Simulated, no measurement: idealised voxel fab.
Documented hereafter: the process module known as voxel transistor to metal.
The figure presents cross-section cut, which has a width of 185 nm and is divided into square cells with an edge length of 5 nm.
In this document a cross-section is written as a grid of square cells. It is given as a series of bands, listed from the top down, and a band is one or more rows of cells. Read a band's entry like this: the first values are the height of its top and the height of its bottom in nm, and what follows is the sequence of materials from left to right, each with its width in nm. Note that "air" is empty space, and that a single material marked "everywhere" reaches across the band from edge to edge. Height datum 0, below which the as-received substrate wafer is one material. Lowest band open at the bottom, running downward: "0 -> down". Top row gets the first number, bottom row gets the second, and each row in between changes by the same step: that is how a band width like "30 to 40" works. It should be understood that the words "no modifications", when stated for a given step, signify that the cross-section underwent no change in any of its cells during that step. Fully closed voids: empty space of 8 cells or more with no open way to the top, each as width x height at its distance from the left edge, in nm. Post-settings text on a step line: simulator's own remark regarding the step. overlay nm: for a step with a mask, the amount by which the mask lay right of where it was planned; a negative amount means left of it. For the reader: what remains of this document is a series of pairs, each showing a cross-section before one process step and a cross-section after that step which reaches down only to the lowest band that changed, with the step between them and its settings set out under the pair. It should not be assumed that a pair continues from the pair above it; the pairs can come from different runs of this module on the same starting wafer, and such continuity exists only where the entry headed "Ahead of processing" says so.

Ahead of processing
> 75 -> 60  air 45 nm | aC 15 nm | air 65 nm | aC 15 nm | air 45 nm
> 60 -> 40  W everywhere
> 40 -> 35  TiN everywhere
> 35 -> 25  SiO2 45 nm | TiN 5 nm | Ru 20 nm | TiN 5 nm | SiO2 35 nm | TiN 5 nm | Ru 20 nm | TiN 5 nm | SiO2 45 nm
> 25 -> 15  SiO2 45 nm | TiN 5 nm | Ru 20 nm | TiN 5 nm | SiN 5 nm | SiCN 25 nm | SiN 5 nm | TiN 5 nm | Ru 20 nm | TiN 5 nm | SiO2 45 nm
> 15 -> 5  SiO2 45 nm | TiN 5 nm | Ru 20 nm | TiN 5 nm | SiN 5 nm | polySi 25 nm | SiN 5 nm | TiN 5 nm | Ru 20 nm | TiN 5 nm | SiO2 45 nm
> 5 -> 0  SiO2 45 nm | TiN 5 nm | Ru 10 nm | TiN 15 nm | SiN 5 nm | polySi 25 nm | SiN 5 nm | TiN 15 nm | Ru 10 nm | TiN 5 nm | SiO2 45 nm
> 0 -> -5  SiO2 35 nm | SiN 5 nm | SiO2 5 nm | TiN 5 nm | Ru 10 nm | TiN 5 nm | pSi 10 nm | SiN 5 nm | polySi 25 nm | SiN 5 nm | pSi 10 nm | TiN 5 nm | Ru 10 nm | TiN 5 nm | SiO2 5 nm | SiN 5 nm | SiO2 35 nm
> -5 -> -10  SiO2 45 nm | TiN 20 nm | pSi 10 nm | SiO2 35 nm | pSi 10 nm | TiN 20 nm | SiO2 45 nm
> -10 -> -20  SiO2 40 nm | pSi 35 nm | Si 35 nm | pSi 35 nm | SiO2 40 nm
> -20 -> -35  SiO2 40 nm | Si 105 nm | SiO2 40 nm
> -35 -> down  Si everywhere
> Fully closed voids: none

Resulting Cross-Section
> 75 -> 60  air 45 nm | aC 15 nm | air 65 nm | aC 15 nm | air 45 nm
> 60 -> 40  air 45 nm | W 15 nm | air 65 nm | W 15 nm | air 45 nm
> Everything below 40 is unchanged.
> Fully closed voids: none
Step sandwiched between the two cross-sections above: DIRECTIONAL_ETCH, etch materials W, depth nm 20

Ahead of processing: the state before this step is the cross-section shown after the step in the pair just above.

Resulting Cross-Section
> 75 -> 60  air 45 nm | aC 15 nm | air 65 nm | aC 15 nm | air 45 nm
> 60 -> 40  air 45 nm | W 15 nm | air 65 nm | W 15 nm | air 45 nm
> 40 -> 35  air 45 nm | TiN 15 nm | air 65 nm | TiN 15 nm | air 45 nm
> Everything below 35 is unchanged.
> Fully closed voids: none
Step sandwiched between the two cross-sections above: DIRECTIONAL_ETCH, etch materials TiN, depth nm 5

Ahead of processing: the state before this step is the cross-section shown after the step in the pair just above.

Resulting Cross-Section
> 60 -> 40  air 45 nm | W 15 nm | air 65 nm | W 15 nm | air 45 nm
> Everything below 40 is unchanged.
> Fully closed voids: none
Step sandwiched between the two cross-sections above: STRIP, etch materials aC

Ahead of processing: the state before this step is the cross-section shown after the step in the pair just above.

Resulting Cross-Section
> 70 -> 60  SiO2 everywhere
> 60 -> 40  SiO2 45 nm | W 15 nm | SiO2 65 nm | W 15 nm | SiO2 45 nm
> 40 -> 35  SiO2 45 nm | TiN 15 nm | SiO2 65 nm | TiN 15 nm | SiO2 45 nm
> Everything below 35 is unchanged.
> Fully closed voids: none
Step sandwiched between the two cross-sections above: FILL_DEP, material SiO2, thk nm 10

Ahead of processing: the state before this step is the cross-section shown after the step in the pair just above.

Resulting Cross-Section
> 60 -> 40  SiO2 45 nm | W 15 nm | SiO2 65 nm | W 15 nm | SiO2 45 nm
> Everything below 40 is unchanged.
> Fully closed voids: none
Step sandwiched between the two cross-sections above: CMP, height nm 60

Ahead of processing: the state before this step is the cross-section shown after the step in the pair just above.

Resulting Cross-Section
> 65 -> 60  SiCN everywhere
> Everything below 60 is unchanged.
> Fully closed voids: none
Step sandwiched between the two cross-sections above: CONFORMAL_DEP, material SiCN, thk nm 5

Ahead of processing: the state before this step is the cross-section shown after the step in the pair just above.

Resulting Cross-Section
> 95 -> 65  lowk everywhere
> Everything below 65 is unchanged.
> Fully closed voids: none
Step sandwiched between the two cross-sections above: DIRECTIONAL_DEP, material lowk, thk nm 30

Ahead of processing: the state before this step is the cross-section shown after the step in the pair just above.

Resulting Cross-Section
> 105 -> 95  aC everywhere
> Everything below 95 is unchanged.
> Fully closed voids: none
Step sandwiched between the two cross-sections above: DIRECTIONAL_DEP, material aC, thk nm 10

Ahead of processing: the state before this step is the cross-section shown after the step in the pair just above.

Resulting Cross-Section
> 130 -> 105  resist 45 nm | air 15 nm | resist 65 nm | air 15 nm | resist 45 nm
> Everything below 105 is unchanged.
> Fully closed voids: none
Step sandwiched between the two cross-sections above: PATTERN, tone open, mask id METAL_2, material resist, width nm 15, pitch nm 80, thk nm 25, overlay nm 0

Ahead of processing: the state before this step is the cross-section shown after the step in the pair just above.

Resulting Cross-Section
> 120 -> 105  resist 45 nm | air 15 nm | resist 65 nm | air 15 nm | resist 45 nm
> 105 -> 95  aC 45 nm | air 15 nm | aC 65 nm | air 15 nm | aC 45 nm
> Everything below 95 is unchanged.
> Fully closed voids: none
Step sandwiched between the two cross-sections above: DIRECTIONAL_ETCH, etch materials aC, depth nm 10

Ahead of processing: the state before this step is the cross-section shown after the step in the pair just above.

Resulting Cross-Section
> 105 -> 95  aC 45 nm | air 15 nm | aC 65 nm | air 15 nm | aC 45 nm
> Everything below 95 is unchanged.
> Fully closed voids: none
Step sandwiched between the two cross-sections above: STRIP, etch materials resist

Ahead of processing: the state before this step is the cross-section shown after the step in the pair just above.

Resulting Cross-Section
> 105 -> 95  aC 45 nm | air 15 nm | aC 65 nm | air 15 nm | aC 45 nm
> 95 -> 80  lowk 45 nm | air 15 nm | lowk 65 nm | air 15 nm | lowk 45 nm
> Everything below 80 is unchanged.
> Fully closed voids: none
Step sandwiched between the two cross-sections above: DIRECTIONAL_ETCH, etch materials lowk, depth nm 15

Ahead of processing: the state before this step is the cross-section shown after the step in the pair just above.

Resulting Cross-Section
> 95 -> 80  lowk 45 nm | air 15 nm | lowk 65 nm | air 15 nm | lowk 45 nm
> Everything below 80 is unchanged.
> Fully closed voids: none
Step sandwiched between the two cross-sections above: STRIP, etch materials aC

Ahead of processing: the state before this step is the cross-section shown after the step in the pair just above.

Resulting Cross-Section
> 105 -> 95  aC 45 nm | air 15 nm | aC 65 nm | air 15 nm | aC 45 nm
> 95 -> 90  lowk 45 nm | air 15 nm | lowk 65 nm | air 15 nm | lowk 45 nm
> 90 -> 80  lowk 45 nm | aC 15 nm | lowk 65 nm | aC 15 nm | lowk 45 nm
> Everything below 80 is unchanged.
> Fully closed voids: none
Step sandwiched between the two cross-sections above: DIRECTIONAL_DEP, material aC, thk nm 10

Ahead of processing: the state before this step is the cross-section shown after the step in the pair just above.

Resulting Cross-Section
> 130 -> 105  resist 45 nm | air 15 nm | resist 65 nm | air 15 nm | resist 45 nm
> Everything below 105 is unchanged.
> Fully closed voids: none
Step sandwiched between the two cross-sections above: PATTERN, tone open, mask id METAL_2_HOLES, material resist, width nm 15, pitch nm 80, thk nm 25, overlay nm 0

Ahead of processing: the state before this step is the cross-section shown after the step in the pair just above.

Resulting Cross-Section
> 120 -> 105  resist 45 nm | air 15 nm | resist 65 nm | air 15 nm | resist 45 nm
> 105 -> 95  aC 45 nm | air 15 nm | aC 65 nm | air 15 nm | aC 45 nm
> 95 -> 80  lowk 45 nm | air 15 nm | lowk 65 nm | air 15 nm | lowk 45 nm
> Everything below 80 is unchanged.
> Fully closed voids: none
Step sandwiched between the two cross-sections above: DIRECTIONAL_ETCH, etch materials aC, depth nm 10

Ahead of processing: the state before this step is the cross-section shown after the step in the pair just above.

Resulting Cross-Section
> 105 -> 95  aC 45 nm | air 15 nm | aC 65 nm | air 15 nm | aC 45 nm
> Everything below 95 is unchanged.
> Fully closed voids: none
Step sandwiched between the two cross-sections above: STRIP, etch materials resist

Ahead of processing: the state before this step is the cross-section shown after the step in the pair just above.

Resulting Cross-Section
> 105 -> 95  aC 45 nm | air 15 nm | aC 65 nm | air 15 nm | aC 45 nm
> 95 -> 65  lowk 45 nm | air 15 nm | lowk 65 nm | air 15 nm | lowk 45 nm
> Everything below 65 is unchanged.
> Fully closed voids: none
Step sandwiched between the two cross-sections above: DIRECTIONAL_ETCH, etch materials lowk, depth nm 15

Ahead of processing: the state before this step is the cross-section shown after the step in the pair just above.

Resulting Cross-Section
> 105 -> 95  aC 45 nm | air 15 nm | aC 65 nm | air 15 nm | aC 45 nm
> 95 -> 65  lowk 45 nm | air 15 nm | lowk 65 nm | air 15 nm | lowk 45 nm
> 65 -> 60  SiCN 45 nm | air 15 nm | SiCN 65 nm | air 15 nm | SiCN 45 nm
> Everything below 60 is unchanged.
> Fully closed voids: none
Step sandwiched between the two cross-sections above: DIRECTIONAL_ETCH, etch materials SiCN, depth nm 5

Ahead of processing: the state before this step is the cross-section shown after the step in the pair just above.

Resulting Cross-Section
> 95 -> 65  lowk 45 nm | air 15 nm | lowk 65 nm | air 15 nm | lowk 45 nm
> Everything below 65 is unchanged.
> Fully closed voids: none
Step sandwiched between the two cross-sections above: STRIP, etch materials aC

Ahead of processing: the state before this step is the cross-section shown after the step in the pair just above.

Resulting Cross-Section
> 100 -> 95  TiN 50 nm | air 5 nm | TiN 75 nm | air 5 nm | TiN 50 nm
> 95 -> 65  lowk 45 nm | TiN 5 nm | air 5 nm | TiN 5 nm | lowk 65 nm | TiN 5 nm | air 5 nm | TiN 5 nm | lowk 45 nm
> 65 -> 60  SiCN 45 nm | TiN 15 nm | SiCN 65 nm | TiN 15 nm | SiCN 45 nm
> Everything below 60 is unchanged.
> Fully closed voids: none
Step sandwiched between the two cross-sections above: CONFORMAL_DEP, material TiN, thk nm 5

Ahead of processing: the state before this step is the cross-section shown after the step in the pair just above.

Resulting Cross-Section
> 110 -> 100  Cu everywhere
> 100 -> 95  TiN 50 nm | Cu 5 nm | TiN 75 nm | Cu 5 nm | TiN 50 nm
> 95 -> 65  lowk 45 nm | TiN 5 nm | Cu 5 nm | TiN 5 nm | lowk 65 nm | TiN 5 nm | Cu 5 nm | TiN 5 nm | lowk 45 nm
> Everything below 65 is unchanged.
> Fully closed voids: none
Step sandwiched between the two cross-sections above: FILL_DEP, material Cu, thk nm 10

Ahead of processing: the state before this step is the cross-section shown after the step in the pair just above.

Resulting Cross-Section
> 95 -> 65  lowk 45 nm | TiN 5 nm | Cu 5 nm | TiN 5 nm | lowk 65 nm | TiN 5 nm | Cu 5 nm | TiN 5 nm | lowk 45 nm
> Everything below 65 is unchanged.
> Fully closed voids: none
Step sandwiched between the two cross-sections above: CMP, height nm 95

Ahead of processing: the state before this step is the cross-section shown after the step in the pair just above.

Resulting Cross-Section
> 100 -> 95  SiCN everywhere
> Everything below 95 is unchanged.
> Fully closed voids: none
Step sandwiched between the two cross-sections above: CONFORMAL_DEP, material SiCN, thk nm 5

Ahead of processing
> 30 -> 25  SiCN 35 nm | air 115 nm | SiCN 35 nm
> 25 -> 20  SiCN everywhere
> 20 -> 15  polySi 35 nm | SiCN 115 nm | polySi 35 nm
> 15 -> 0  polySi everywhere
> 0 -> -5  SiO2 35 nm | polySi 115 nm | SiO2 35 nm
> -5 -> -10  SiO2 everywhere
> -10 -> -40  SiO2 40 nm | Si 105 nm | SiO2 40 nm
> -40 -> down  Si everywhere
> Fully closed voids: none

Resulting Cross-Section
> 25 -> 20  air 85 nm | SiCN 15 nm | air 85 nm
> 20 -> 15  polySi 35 nm | air 50 nm | SiCN 15 nm | air 50 nm | polySi 35 nm
> Everything below 15 is unchanged.
> Fully closed voids: none
Step sandwiched between the two cross-sections above: MASKED_ETCH, tone cover, mask id GATE, width nm 15, etch materials SiCN, depth nm 20, overlay nm 0

Ahead of processing: the state before this step is the cross-section shown after the step in the pair just above.

Resulting Cross-Section
> 25 -> 15  air 85 nm | SiCN 15 nm | air 85 nm
> 15 -> 0  air 80 nm | polySi 25 nm | air 80 nm
> 0 -> -5  SiO2 35 nm | air 45 nm | polySi 25 nm | air 45 nm | SiO2 35 nm
> Everything below -5 is unchanged.
> Fully closed voids: none
Step sandwiched between the two cross-sections above: MASKED_ETCH, tone cover, mask id GATE, width nm 25, etch materials polySi, depth nm 30, overlay nm 0

Ahead of processing: the state before this step is the cross-section shown after the step in the pair just above.

Resulting Cross-Section
> 30 -> 25  air 80 nm | SiN 25 nm | air 80 nm
> 25 -> 15  air 80 to 75 nm | SiN 5 to 10 nm | SiCN 15 nm | SiN 5 to 10 nm | air 80 to 75 nm
> 15 -> 5  air 75 nm | SiN 5 nm | polySi 25 nm | SiN 5 nm | air 75 nm
> 5 -> 0  SiN 40 nm | air 35 nm | SiN 5 nm | polySi 25 nm | SiN 5 nm | air 35 nm | SiN 40 nm
> 0 -> -5  SiO2 35 nm | SiN 45 nm | polySi 25 nm | SiN 45 nm | SiO2 35 nm
> Everything below -5 is unchanged.
> Fully closed voids: none
Step sandwiched between the two cross-sections above: CONFORMAL_DEP, material SiN, thk nm 5

Ahead of processing: the state before this step is the cross-section shown after the step in the pair just above.

Resulting Cross-Section
> 25 -> 15  air 80 nm | SiN 5 nm | SiCN 15 nm | SiN 5 nm | air 80 nm
> 15 -> 0  air 75 nm | SiN 5 nm | polySi 25 nm | SiN 5 nm | air 75 nm
> 0 -> -5  SiO2 35 nm | SiN 5 nm | air 35 nm | SiN 5 nm | polySi 25 nm | SiN 5 nm | air 35 nm | SiN 5 nm | SiO2 35 nm
> Everything below -5 is unchanged.
> Fully closed voids: none
Step sandwiched between the two cross-sections above: DIRECTIONAL_ETCH, etch materials SiN, depth nm 5

Ahead of processing: the state before this step is the cross-section shown after the step in the pair just above.

Resulting Cross-Section
> 25 -> 15  air 80 nm | SiN 5 nm | SiCN 15 nm | SiN 5 nm | air 80 nm
> 15 -> 0  air 75 nm | SiN 5 nm | polySi 25 nm | SiN 5 nm | air 75 nm
> 0 -> -5  air 35 nm | SiN 5 nm | air 35 nm | SiN 5 nm | polySi 25 nm | SiN 5 nm | air 35 nm | SiN 5 nm | air 35 nm
> -5 -> -10  SiO2 40 nm | air 35 nm | SiO2 35 nm | air 35 nm | SiO2 40 nm
> Everything below -10 is unchanged.
> Fully closed voids: none
Step sandwiched between the two cross-sections above: DIRECTIONAL_ETCH, etch materials SiO2, depth nm 5

Ahead of processing: the state before this step is the cross-section shown after the step in the pair just above.

Resulting Cross-Section
> 25 -> 15  air 80 nm | SiN 5 nm | SiCN 15 nm | SiN 5 nm | air 80 nm
> 15 -> 0  air 75 nm | SiN 5 nm | polySi 25 nm | SiN 5 nm | air 75 nm
> 0 -> -5  air 35 nm | SiN 5 nm | air 35 nm | SiN 5 nm | polySi 25 nm | SiN 5 nm | air 35 nm | SiN 5 nm | air 35 nm
> -5 -> -10  SiO2 40 nm | air 35 nm | SiO2 35 nm | air 35 nm | SiO2 40 nm
> -10 -> -20  SiO2 40 nm | air 35 nm | Si 35 nm | air 35 nm | SiO2 40 nm
> Everything below -20 is unchanged.
> Fully closed voids: none
Step sandwiched between the two cross-sections above: DIRECTIONAL_ETCH, etch materials Si, depth nm 10

Ahead of processing: the state before this step is the cross-section shown after the step in the pair just above.

Resulting Cross-Section
> 25 -> 15  air 80 nm | SiN 5 nm | SiCN 15 nm | SiN 5 nm | air 80 nm
> 15 -> 0  air 75 nm | SiN 5 nm | polySi 25 nm | SiN 5 nm | air 75 nm
> 0 -> -5  air 35 nm | SiN 5 nm | air 25 nm | pSi 10 nm | SiN 5 nm | polySi 25 nm | SiN 5 nm | pSi 10 nm | air 25 nm | SiN 5 nm | air 35 nm
> -5 -> -10  SiO2 40 nm | air 25 nm | pSi 10 nm | SiO2 35 nm | pSi 10 nm | air 25 nm | SiO2 40 nm
> -10 -> -20  SiO2 40 nm | pSi 35 nm | Si 35 nm | pSi 35 nm | SiO2 40 nm
> Everything below -20 is unchanged.
> Fully closed voids: none
Step sandwiched between the two cross-sections above: EPI, material pSi, thk nm 10

Ahead of processing: the state before this step is the cross-section shown after the step in the pair just above.

Resulting Cross-Section
> 35 -> 25  SiO2 everywhere
> 25 -> 15  SiO2 80 nm | SiN 5 nm | SiCN 15 nm | SiN 5 nm | SiO2 80 nm
> 15 -> 0  SiO2 75 nm | SiN 5 nm | polySi 25 nm | SiN 5 nm | SiO2 75 nm
> 0 -> -5  SiO2 35 nm | SiN 5 nm | SiO2 25 nm | pSi 10 nm | SiN 5 nm | polySi 25 nm | SiN 5 nm | pSi 10 nm | SiO2 25 nm | SiN 5 nm | SiO2 35 nm
> -5 -> -10  SiO2 65 nm | pSi 10 nm | SiO2 35 nm | pSi 10 nm | SiO2 65 nm
> Everything below -10 is unchanged.
> Fully closed voids: none
Step sandwiched between the two cross-sections above: FILL_DEP, material SiO2, thk nm 10

Ahead of processing: the state before this step is the cross-section shown after the step in the pair just above.

Resulting Cross-Section
> 25 -> 15  SiO2 80 nm | SiN 5 nm | SiCN 15 nm | SiN 5 nm | SiO2 80 nm
> Everything below 15 is unchanged.
> Fully closed voids: none
Step sandwiched between the two cross-sections above: CMP, height nm 25

Ahead of processing: the state before this step is the cross-section shown after the step in the pair just above.

Resulting Cross-Section
> 35 -> 25  SiO2 everywhere
> Everything below 25 is unchanged.
> Fully closed voids: none
Step sandwiched between the two cross-sections above: DIRECTIONAL_DEP, material SiO2, thk nm 10

Ahead of processing: the state before this step is the cross-section shown after the step in the pair just above.

Resulting Cross-Section
> 50 -> 35  resist 45 nm | air 30 nm | resist 35 nm | air 30 nm | resist 45 nm
> Everything below 35 is unchanged.
> Fully closed voids: none
Step sandwiched between the two cross-sections above: PATTERN, tone open, mask id CONTACT, material resist, width nm 30, pitch nm 65, thk nm 15, overlay nm 0

Ahead of processing: the state before this step is the cross-section shown after the step in the pair just above.

Resulting Cross-Section
> 50 -> 35  resist 45 nm | air 30 nm | resist 35 nm | air 30 nm | resist 45 nm
> 35 -> 25  SiO2 45 nm | air 30 nm | SiO2 35 nm | air 30 nm | SiO2 45 nm
> 25 -> 15  SiO2 45 nm | air 30 nm | SiO2 5 nm | SiN 5 nm | SiCN 15 nm | SiN 5 nm | SiO2 5 nm | air 30 nm | SiO2 45 nm
> 15 -> 0  SiO2 45 nm | air 30 nm | SiN 5 nm | polySi 25 nm | SiN 5 nm | air 30 nm | SiO2 45 nm
> 0 -> -5  SiO2 35 nm | SiN 5 nm | SiO2 5 nm | air 20 nm | pSi 10 nm | SiN 5 nm | polySi 25 nm | SiN 5 nm | pSi 10 nm | air 20 nm | SiO2 5 nm | SiN 5 nm | SiO2 35 nm
> -5 -> -10  SiO2 45 nm | air 20 nm | pSi 10 nm | SiO2 35 nm | pSi 10 nm | air 20 nm | SiO2 45 nm
> Everything below -10 is unchanged.
> Fully closed voids: none
Step sandwiched between the two cross-sections above: DIRECTIONAL_ETCH, etch materials SiO2, depth nm 45

Ahead of processing: the state before this step is the cross-section shown after the step in the pair just above.

Resulting Cross-Section
> 35 -> 25  SiO2 45 nm | air 30 nm | SiO2 35 nm | air 30 nm | SiO2 45 nm
> Everything below 25 is unchanged.
> Fully closed voids: none
Step sandwiched between the two cross-sections above: STRIP, etch materials resist

Ahead of processing: the state before this step is the cross-section shown after the step in the pair just above.

Resulting Cross-Section
> 40 -> 35  TiN 50 nm | air 20 nm | TiN 45 nm | air 20 nm | TiN 50 nm
> 35 -> 25  SiO2 45 nm | TiN 5 nm | air 20 nm | TiN 5 nm | SiO2 35 nm | TiN 5 nm | air 20 nm | TiN 5 nm | SiO2 45 nm
> 25 -> 15  SiO2 45 nm | TiN 5 nm | air 20 nm | TiN 5 nm | SiO2 5 nm | SiN 5 nm | SiCN 15 nm | SiN 5 nm | SiO2 5 nm | TiN 5 nm | air 20 nm | TiN 5 nm | SiO2 45 nm
> 15 -> 5  SiO2 45 nm | TiN 5 nm | air 20 nm | TiN 5 nm | SiN 5 nm | polySi 25 nm | SiN 5 nm | TiN 5 nm | air 20 nm | TiN 5 nm | SiO2 45 nm
> 5 -> 0  SiO2 45 nm | TiN 5 nm | air 10 nm | TiN 15 nm | SiN 5 nm | polySi 25 nm | SiN 5 nm | TiN 15 nm | air 10 nm | TiN 5 nm | SiO2 45 nm
> 0 -> -5  SiO2 35 nm | SiN 5 nm | SiO2 5 nm | TiN 5 nm | air 10 nm | TiN 5 nm | pSi 10 nm | SiN 5 nm | polySi 25 nm | SiN 5 nm | pSi 10 nm | TiN 5 nm | air 10 nm | TiN 5 nm | SiO2 5 nm | SiN 5 nm | SiO2 35 nm
> -5 -> -10  SiO2 45 nm | TiN 20 nm | pSi 10 nm | SiO2 35 nm | pSi 10 nm | TiN 20 nm | SiO2 45 nm
> Everything below -10 is unchanged.
> Fully closed voids: none
Step sandwiched between the two cross-sections above: CONFORMAL_DEP, material TiN, thk nm 5

Ahead of processing: the state before this step is the cross-section shown after the step in the pair just above.

Resulting Cross-Section
> 50 -> 40  Ru everywhere
> 40 -> 35  TiN 50 nm | Ru 20 nm | TiN 45 nm | Ru 20 nm | TiN 50 nm
> 35 -> 25  SiO2 45 nm | TiN 5 nm | Ru 20 nm | TiN 5 nm | SiO2 35 nm | TiN 5 nm | Ru 20 nm | TiN 5 nm | SiO2 45 nm
> 25 -> 15  SiO2 45 nm | TiN 5 nm | Ru 20 nm | TiN 5 nm | SiO2 5 nm | SiN 5 nm | SiCN 15 nm | SiN 5 nm | SiO2 5 nm | TiN 5 nm | Ru 20 nm | TiN 5 nm | SiO2 45 nm
> 15 -> 5  SiO2 45 nm | TiN 5 nm | Ru 20 nm | TiN 5 nm | SiN 5 nm | polySi 25 nm | SiN 5 nm | TiN 5 nm | Ru 20 nm | TiN 5 nm | SiO2 45 nm
> 5 -> 0  SiO2 45 nm | TiN 5 nm | Ru 10 nm | TiN 15 nm | SiN 5 nm | polySi 25 nm | SiN 5 nm | TiN 15 nm | Ru 10 nm | TiN 5 nm | SiO2 45 nm
> 0 -> -5  SiO2 35 nm | SiN 5 nm | SiO2 5 nm | TiN 5 nm | Ru 10 nm | TiN 5 nm | pSi 10 nm | SiN 5 nm | polySi 25 nm | SiN 5 nm | pSi 10 nm | TiN 5 nm | Ru 10 nm | TiN 5 nm | SiO2 5 nm | SiN 5 nm | SiO2 35 nm
> Everything below -5 is unchanged.
> Fully closed voids: none
Step sandwiched between the two cross-sections above: FILL_DEP, material Ru, thk nm 10

Ahead of processing: the state before this step is the cross-section shown after the step in the pair just above.

Resulting Cross-Section
> 35 -> 25  SiO2 45 nm | TiN 5 nm | Ru 20 nm | TiN 5 nm | SiO2 35 nm | TiN 5 nm | Ru 20 nm | TiN 5 nm | SiO2 45 nm
> Everything below 25 is unchanged.
> Fully closed voids: none
Step sandwiched between the two cross-sections above: CMP, height nm 35

Ahead of processing: the state before this step is the cross-section shown after the step in the pair just above.

Resulting Cross-Section
> 40 -> 35  TiN everywhere
> Everything below 35 is unchanged.
> Fully closed voids: none
Step sandwiched between the two cross-sections above: DIRECTIONAL_DEP, material TiN, thk nm 5

Ahead of processing: the state before this step is the cross-section shown after the step in the pair just above.

Resulting Cross-Section
> 60 -> 40  W everywhere
> Everything below 40 is unchanged.
> Fully closed voids: none
Step sandwiched between the two cross-sections above: DIRECTIONAL_DEP, material W, thk nm 20

Ahead of processing: the state before this step is the cross-section shown after the step in the pair just above.

Resulting Cross-Section
> 75 -> 60  aC everywhere
> Everything below 60 is unchanged.
> Fully closed voids: none
Step sandwiched between the two cross-sections above: DIRECTIONAL_DEP, material aC, thk nm 15

Ahead of processing: the state before this step is the cross-section shown after the step in the pair just above.

Resulting Cross-Section
> 110 -> 75  air 45 nm | resist 15 nm | air 65 nm | resist 15 nm | air 45 nm
> Everything below 75 is unchanged.
> Fully closed voids: none
Step sandwiched between the two cross-sections above: PATTERN, tone cover, mask id METAL_1, material resist, width nm 15, pitch nm 80, thk nm 35, overlay nm 0

Ahead of processing: the state before this step is the cross-section shown after the step in the pair just above.

Resulting Cross-Section
> 95 -> 75  air 45 nm | resist 15 nm | air 65 nm | resist 15 nm | air 45 nm
> 75 -> 60  air 45 nm | aC 15 nm | air 65 nm | aC 15 nm | air 45 nm
> Everything below 60 is unchanged.
> Fully closed voids: none
Step sandwiched between the two cross-sections above: DIRECTIONAL_ETCH, etch materials aC, depth nm 15

Ahead of processing: the state before this step is the cross-section shown after the step in the pair just above.

Resulting Cross-Section
> 75 -> 60  air 45 nm | aC 15 nm | air 65 nm | aC 15 nm | air 45 nm
> Everything below 60 is unchanged.
> Fully closed voids: none
Step sandwiched between the two cross-sections above: STRIP, etch materials resist

Ahead of processing: the state before this step is the cross-section shown after the step in the pair just above.

Resulting Cross-Section
> 75 -> 60  air 45 nm | aC 15 nm | air 65 nm | aC 15 nm | air 45 nm
> 60 -> 40  air 45 nm | W 15 nm | air 65 nm | W 15 nm | air 45 nm
> Everything below 40 is unchanged.
> Fully closed voids: none
Step sandwiched between the two cross-sections above: DIRECTIONAL_ETCH, etch materials W, depth nm 20

Ahead of processing: the state before this step is the cross-section shown after the step in the pair just above.

Resulting Cross-Section
> 75 -> 60  air 45 nm | aC 15 nm | air 65 nm | aC 15 nm | air 45 nm
> 60 -> 40  air 45 nm | W 15 nm | air 65 nm | W 15 nm | air 45 nm
> 40 -> 35  air 45 nm | TiN 15 nm | air 65 nm | TiN 15 nm | air 45 nm
> Everything below 35 is unchanged.
> Fully closed voids: none
Step sandwiched between the two cross-sections above: DIRECTIONAL_ETCH, etch materials TiN, depth nm 5

Ahead of processing: the state before this step is the cross-section shown after the step in the pair just above.

Resulting Cross-Section
> 60 -> 40  air 45 nm | W 15 nm | air 65 nm | W 15 nm | air 45 nm
> Everything below 40 is unchanged.
> Fully closed voids: none
Step sandwiched between the two cross-sections above: STRIP, etch materials aC

Ahead of processing: the state before this step is the cross-section shown after the step in the pair just above.

Resulting Cross-Section
> 70 -> 60  SiO2 everywhere
> 60 -> 40  SiO2 45 nm | W 15 nm | SiO2 65 nm | W 15 nm | SiO2 45 nm
> 40 -> 35  SiO2 45 nm | TiN 15 nm | SiO2 65 nm | TiN 15 nm | SiO2 45 nm
> Everything below 35 is unchanged.
> Fully closed voids: none
Step sandwiched between the two cross-sections above: FILL_DEP, material SiO2, thk nm 10

Ahead of processing: the state before this step is the cross-section shown after the step in the pair just above.

Resulting Cross-Section
> 60 -> 40  SiO2 45 nm | W 15 nm | SiO2 65 nm | W 15 nm | SiO2 45 nm
> Everything below 40 is unchanged.
> Fully closed voids: none
Step sandwiched between the two cross-sections above: CMP, height nm 60

Ahead of processing: the state before this step is the cross-section shown after the step in the pair just above.

Resulting Cross-Section
> 65 -> 60  SiCN everywhere
> Everything below 60 is unchanged.
> Fully closed voids: none
Step sandwiched between the two cross-sections above: CONFORMAL_DEP, material SiCN, thk nm 5

Ahead of processing: the state before this step is the cross-section shown after the step in the pair just above.

Resulting Cross-Section
> 95 -> 65  lowk everywhere
> Everything below 65 is unchanged.
> Fully closed voids: none
Step sandwiched between the two cross-sections above: DIRECTIONAL_DEP, material lowk, thk nm 30

Ahead of processing: the state before this step is the cross-section shown after the step in the pair just above.

Resulting Cross-Section
> 105 -> 95  aC everywhere
> Everything below 95 is unchanged.
> Fully closed voids: none
Step sandwiched between the two cross-sections above: DIRECTIONAL_DEP, material aC, thk nm 10

Ahead of processing: the state before this step is the cross-section shown after the step in the pair just above.

Resulting Cross-Section
> 130 -> 105  resist 45 nm | air 15 nm | resist 65 nm | air 15 nm | resist 45 nm
> Everything below 105 is unchanged.
> Fully closed voids: none
Step sandwiched between the two cross-sections above: PATTERN, tone open, mask id METAL_2, material resist, width nm 15, pitch nm 80, thk nm 25, overlay nm 0

Ahead of processing: the state before this step is the cross-section shown after the step in the pair just above.

Resulting Cross-Section
> 120 -> 105  resist 45 nm | air 15 nm | resist 65 nm | air 15 nm | resist 45 nm
> 105 -> 95  aC 45 nm | air 15 nm | aC 65 nm | air 15 nm | aC 45 nm
> Everything below 95 is unchanged.
> Fully closed voids: none
Step sandwiched between the two cross-sections above: DIRECTIONAL_ETCH, etch materials aC, depth nm 10

Ahead of processing: the state before this step is the cross-section shown after the step in the pair just above.

Resulting Cross-Section
> 105 -> 95  aC 45 nm | air 15 nm | aC 65 nm | air 15 nm | aC 45 nm
> Everything below 95 is unchanged.
> Fully closed voids: none
Step sandwiched between the two cross-sections above: STRIP, etch materials resist

Ahead of processing: the state before this step is the cross-section shown after the step in the pair just above.

Resulting Cross-Section
> 105 -> 95  aC 45 nm | air 15 nm | aC 65 nm | air 15 nm | aC 45 nm
> 95 -> 80  lowk 45 nm | air 15 nm | lowk 65 nm | air 15 nm | lowk 45 nm
> Everything below 80 is unchanged.
> Fully closed voids: none
Step sandwiched between the two cross-sections above: DIRECTIONAL_ETCH, etch materials lowk, depth nm 15

Ahead of processing: the state before this step is the cross-section shown after the step in the pair just above.

Resulting Cross-Section
> 95 -> 80  lowk 45 nm | air 15 nm | lowk 65 nm | air 15 nm | lowk 45 nm
> Everything below 80 is unchanged.
> Fully closed voids: none
Step sandwiched between the two cross-sections above: STRIP, etch materials aC
